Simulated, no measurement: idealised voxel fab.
Title: Process Module voxel capacitor over wiring
We display cut, a cross-section 185 nm in width whose square cells are each 5 nm.
Notation: cross-section as square-cell grid; stated in bands, top first, going down; one or more cell rows per band. Band: top and bottom heights (nm) first, top before bottom; then materials from left to right, widths in nm. "everywhere" marks a sole material filling the band edge to edge. "blank" denotes empty space. We count height from 0. Below that, the starting wafer is all one material. The lowest band never ends at the bottom but goes on down; see "0..down" for how that is written. So if you see something like "30 to 40" for the width, read it as the top row of the band sitting at the first number and the bottom row at the second, with every row in between moving by the same amount as the last. No cell of the cross-section changed in a step that is given as "all unchanged". "Closed void listing": empty spaces of 8 cells or more with no open way to the top, each given as width x height at distance, distance from the left edge, all in nm. The remark found on a step's line after its settings is issued by the simulator itself and pertains to that step. overlay nm: mask right of planned place by this much (step with mask). Neg. = left.
# Planned step list for the process
step 1: op RECEIVE | material Si
step 2: op CONFORMAL_DEP | material SiO2 | thk nm 15
step 3: op DIRECTIONAL_DEP | material TiN | thk nm 5
step 4: op DIRECTIONAL_DEP | material Ru | thk nm 15
step 5: op MASKED_ETCH | tone cover | mask id METAL_1 | width nm 30 | pitch nm 100 | etch materials Ru | depth nm 15 | overlay nm 0
step 6: op MASKED_ETCH | tone cover | mask id METAL_1 | width nm 30 | pitch nm 100 | etch materials TiN | depth nm 5 | overlay nm -10
step 7: op FILL_DEP | material SiO2 | thk nm 5
step 8: op CMP | height nm 35
step 9: op CONFORMAL_DEP | material SiCN | thk nm 5
step 10: op DIRECTIONAL_DEP | material lowk | thk nm 15
step 11: op DIRECTIONAL_DEP | material aC | thk nm 15
step 12: op PATTERN | tone open | mask id PLUG_1 | material resist | width nm 15 | thk nm 35 | overlay nm 0
step 13: op DIRECTIONAL_ETCH | etch materials aC | depth nm 15
step 14: op STRIP | etch materials resist
step 15: op DIRECTIONAL_ETCH | etch materials lowk | depth nm 15
step 16: op DIRECTIONAL_ETCH | etch materials SiCN | depth nm 5
step 17: op STRIP | etch materials aC
step 18: op CONFORMAL_DEP | material TiN | thk nm 5
step 19: op FILL_DEP | material Cu | thk nm 5
step 20: op CMP | height nm 55
step 21: op DIRECTIONAL_DEP | material TiN | thk nm 10
step 22: op DIRECTIONAL_DEP | material HfO2 | thk nm 5
step 23: op DIRECTIONAL_DEP | material TiN | thk nm 5
step 24: op DIRECTIONAL_DEP | material aC | thk nm 10
step 25: op PATTERN | tone cover | mask id UPPER_PLATE | material resist | width nm 75 | thk nm 30 | overlay nm 0
step 26: op DIRECTIONAL_ETCH | etch materials aC | depth nm 10
step 27: op STRIP | etch materials resist
step 28: op DIRECTIONAL_ETCH | etch materials TiN | depth nm 5
step 29: op DIRECTIONAL_ETCH | etch materials HfO2 | depth nm 5
step 30: op STRIP | etch materials aC
step 31: op DIRECTIONAL_DEP | material aC | thk nm 15
step 32: op PATTERN | tone cover | mask id LOWER_PLATE | material resist | width nm 85 | thk nm 30 | overlay nm 0
step 33: op DIRECTIONAL_ETCH | etch materials aC | depth nm 15
step 34: op STRIP | etch materials resist
step 35: op DIRECTIONAL_ETCH | etch materials TiN | depth nm 10
step 36: op STRIP | etch materials aC
step 37: op FILL_DEP | material SiO2 | thk nm 20
step 38: op CMP | height nm 90
step 39: op MASKED_ETCH | tone open | mask id PLUG_2 | width nm 15 | etch materials SiO2 | depth nm 15 | overlay nm 0
step 40: op CONFORMAL_DEP | material TiN | thk nm 5
step 41: op FILL_DEP | material Ru | thk nm 5
step 42: op CMP | height nm 90
step 43: op CONFORMAL_DEP | material SiCN | thk nm 5
varied across the wafers: overlay nm of step 6. The plan shows the first wafer's value. All wafers start alike
# First wafer of several, as received: cross-section after step 1
0..down: Si everywhere
Closed void listing: none
# Each row below is a wafer at the end of the module, listing for every material the number of cells it has gained (+) or lost (-) since it was received, followed by its closed voids
overlay nm -10; +3 Cu; +15 HfO2; +38 Ru; +71 SiCN; +393 SiO2; +81 TiN; +102 lowk; Closed void listing: none
overlay nm -5; +3 Cu; +15 HfO2; +38 Ru; +71 SiCN; +395 SiO2; +79 TiN; +102 lowk; Closed void listing: none
overlay nm 0; +3 Cu; +15 HfO2; +38 Ru; +71 SiCN; +397 SiO2; +77 TiN; +102 lowk; Closed void listing: none
overlay nm 5; +3 Cu; +15 HfO2; +38 Ru; +71 SiCN; +395 SiO2; +79 TiN; +102 lowk; Closed void listing: none
overlay nm 10; +3 Cu; +15 HfO2; +38 Ru; +71 SiCN; +393 SiO2; +81 TiN; +102 lowk; Closed void listing: none
overlay nm 15; +3 Cu; +15 HfO2; +38 Ru; +71 SiCN; +391 SiO2; +83 TiN; +102 lowk; Closed void listing: none
